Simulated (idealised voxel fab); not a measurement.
process module | voxel transistor to metal
This is section cut - it's 190 nm across, gridded in 5 nm square cells.
Cross-sections here: square-cell grids, written as top-down lists of bands, a band being one or more rows of cells. Basically the band line says how high the top is and how high the bottom is, in nm, and then what's in it from left to right, every material with its width in nm. Empty space shows up as "empty", and if a single material carries "throughout" it runs the full band edge to edge. Basically, 0 is our baseline, since under it the wafer straight out of the box is all one material. The bottom band has no lower end and keeps on going down, so it looks like "0 and below". Think of "30 to 40" as a width that walks from the first number to the second as you go down the band, top row to bottom row, taking equal-sized steps from row to row. "nothing got changed", as given for a step, is the statement that not any cell of the cross-section underwent a change during that step. Empty spaces counting at least 8 cells and having no open way to the top are listed in "Closed internal cavities". The notation width x height at distance is used for each, the distance being from the left edge and all three values in nm. Note: text after step settings on the step line = simulator remark on that step. When a step includes a mask, the "overlay nm" setting on its line states how far to the right of its planned place that mask lay, and negative values state how far to the left.

## Planned process steps
step 1: RECEIVE, material Si
step 2: CONFORMAL_DEP, material SiO2, thk nm 5
step 3: CONFORMAL_DEP, material SiN, thk nm 15
step 4: PATTERN, tone cover, mask id ACTIVE, material resist, width nm 115, thk nm 20, overlay nm 0
step 5: DIRECTIONAL_ETCH, etch materials SiN, depth nm 15
step 6: DIRECTIONAL_ETCH, etch materials SiO2, depth nm 5
step 7: DIRECTIONAL_ETCH, etch materials Si, depth nm 35
step 8: STRIP, etch materials resist
step 9: FILL_DEP, material SiO2, thk nm 10
step 10: CMP, height nm 20
step 11: SELECTIVE_ETCH, etch materials SiO2, depth nm 15
step 12: STRIP, etch materials SiN
step 13: SELECTIVE_ETCH, etch materials SiO2, depth nm 5
step 14: OXIDIZE, depth nm 5
step 15: DIRECTIONAL_DEP, material polySi, thk nm 25
step 16: DIRECTIONAL_DEP, material SiCN, thk nm 15
step 17: DIRECTIONAL_DEP, material aC, thk nm 15
step 18: PATTERN, tone cover, mask id GATE, material resist, width nm 25, thk nm 30, overlay nm 0
step 19: DIRECTIONAL_ETCH, etch materials aC, depth nm 15
step 20: STRIP, etch materials resist
step 21: DIRECTIONAL_ETCH, etch materials SiCN, depth nm 25
step 22: DIRECTIONAL_ETCH, etch materials polySi, depth nm 35
step 23: STRIP, etch materials aC
step 24: CONFORMAL_DEP, material SiO2, thk nm 5
step 25: DIRECTIONAL_ETCH, etch materials SiO2, depth nm 5
step 26: CONFORMAL_DEP, material SiN, thk nm 10
step 27: DIRECTIONAL_ETCH, etch materials SiN, depth nm 10
step 28: DIRECTIONAL_ETCH, etch materials SiO2, depth nm 5
step 29: EPI, material nSi, thk nm 5
step 30: FILL_DEP, material SiO2, thk nm 10
step 31: CMP, height nm 40
step 32: DIRECTIONAL_DEP, material SiO2, thk nm 10
step 33: DIRECTIONAL_DEP, material aC, thk nm 10
step 34: PATTERN, tone open, mask id CONTACT, material resist, width nm 20, pitch nm 75, thk nm 25, overlay nm 0
step 35: DIRECTIONAL_ETCH, etch materials aC, depth nm 10
step 36: STRIP, etch materials resist
step 37: DIRECTIONAL_ETCH, etch materials SiO2, depth nm 50
step 38: STRIP, etch materials aC
step 39: CONFORMAL_DEP, material TiN, thk nm 5
step 40: FILL_DEP, material Ru, thk nm 5
step 41: CMP, height nm 50
step 42: DIRECTIONAL_DEP, material TiN, thk nm 5
step 43: DIRECTIONAL_DEP, material W, thk nm 20
step 44: MASKED_ETCH, tone cover, mask id METAL_1, width nm 20, pitch nm 75, etch materials W, depth nm 20, overlay nm 0
step 45: MASKED_ETCH, tone cover, mask id METAL_1, width nm 20, pitch nm 75, etch materials TiN, depth nm 5, overlay nm 0
step 46: FILL_DEP, material SiO2, thk nm 5
step 47: CMP, height nm 75
step 48: CONFORMAL_DEP, material SiCN, thk nm 5
step 49: DIRECTIONAL_DEP, material lowk, thk nm 35
step 50: MASKED_ETCH, tone open, mask id METAL_2, width nm 20, pitch nm 75, etch materials lowk, depth nm 20, overlay nm 0
step 51: PATTERN, tone open, mask id METAL_2_HOLES, material resist, width nm 15, pitch nm 75, thk nm 15, overlay nm 0
step 52: DIRECTIONAL_ETCH, etch materials lowk, depth nm 15
step 53: DIRECTIONAL_ETCH, etch materials SiCN, depth nm 5
step 54: STRIP, etch materials resist
step 55: CONFORMAL_DEP, material TiN, thk nm 5
step 56: FILL_DEP, material Ru, thk nm 10
step 57: CMP, height nm 115
step 58: CONFORMAL_DEP, material SiCN, thk nm 5

## As-received state of the wafer in cross-section, equivalent to post-step 1
  0 and below | Si throughout
  Closed internal cavities: none

## This is how the wafer looks in cross-section once the module is done, given the starting state and plan above and one mistake in carrying the plan out
  120 down to 115 | SiCN throughout
  115 down to 100 | 45 nm lowk; 5 nm TiN; 10 nm Ru; 5 nm TiN; 55 nm lowk; 5 nm TiN; 10 nm Ru; 5 nm TiN; 50 nm lowk
  100 down to 95 | 45 nm lowk; 5 nm TiN; 5 nm Ru; 10 nm TiN; 55 nm lowk; 5 nm TiN; 5 nm Ru; 10 nm TiN; 50 nm lowk
  95 down to 80 | 45 nm lowk; 5 nm TiN; 5 nm Ru; 5 nm TiN; 60 nm lowk; 5 nm TiN; 5 nm Ru; 5 nm TiN; 55 nm lowk
  80 down to 75 | 45 nm SiCN; 15 nm TiN; 60 nm SiCN; 15 nm TiN; 55 nm SiCN
  75 down to 55 | 45 nm SiO2; 20 nm W; 55 nm SiO2; 20 nm W; 50 nm SiO2
  55 down to 50 | 45 nm SiO2; 20 nm TiN; 55 nm SiO2; 20 nm TiN; 50 nm SiO2
  50 down to 40 | 45 nm SiO2; 5 nm TiN; 10 nm Ru; 5 nm TiN; 55 nm SiO2; 5 nm TiN; 10 nm Ru; 5 nm TiN; 50 nm SiO2
  40 down to 35 | 45 nm SiO2; 5 nm TiN; 10 nm Ru; 5 nm TiN; 15 nm SiO2; 25 nm SiCN; 15 nm SiO2; 5 nm TiN; 10 nm Ru; 5 nm TiN; 50 nm SiO2
  35 down to 25 | 45 nm SiO2; 5 nm TiN; 10 nm Ru; 5 nm TiN; 5 nm SiO2; 5 nm SiN; 5 nm SiO2; 25 nm SiCN; 5 nm SiO2; 5 nm SiN; 5 nm SiO2; 5 nm TiN; 10 nm Ru; 5 nm TiN; 50 nm SiO2
  25 down to 5 | 45 nm SiO2; 5 nm TiN; 10 nm Ru; 5 nm TiN; 5 nm SiO2; 5 nm SiN; 5 nm SiO2; 25 nm polySi; 5 nm SiO2; 5 nm SiN; 5 nm SiO2; 5 nm TiN; 10 nm Ru; 5 nm TiN; 50 nm SiO2
  5 down to 0 | 45 nm SiO2; 20 nm TiN; 5 nm SiO2; 5 nm SiN; 5 nm SiO2; 25 nm polySi; 5 nm SiO2; 5 nm SiN; 5 nm SiO2; 20 nm TiN; 50 nm SiO2
  0 down to -5 | 30 nm SiO2; 40 nm nSi; 45 nm SiO2; 40 nm nSi; 35 nm SiO2
  -5 down to -35 | 35 nm SiO2; 115 nm Si; 40 nm SiO2
  -35 and below | Si throughout
  Closed internal cavities: none
Deviation from plan: it should be noted that step 26 was executed with settings other than those planned, the operation and settings actually applied being CONFORMAL_DEP, material SiN, thk nm 5
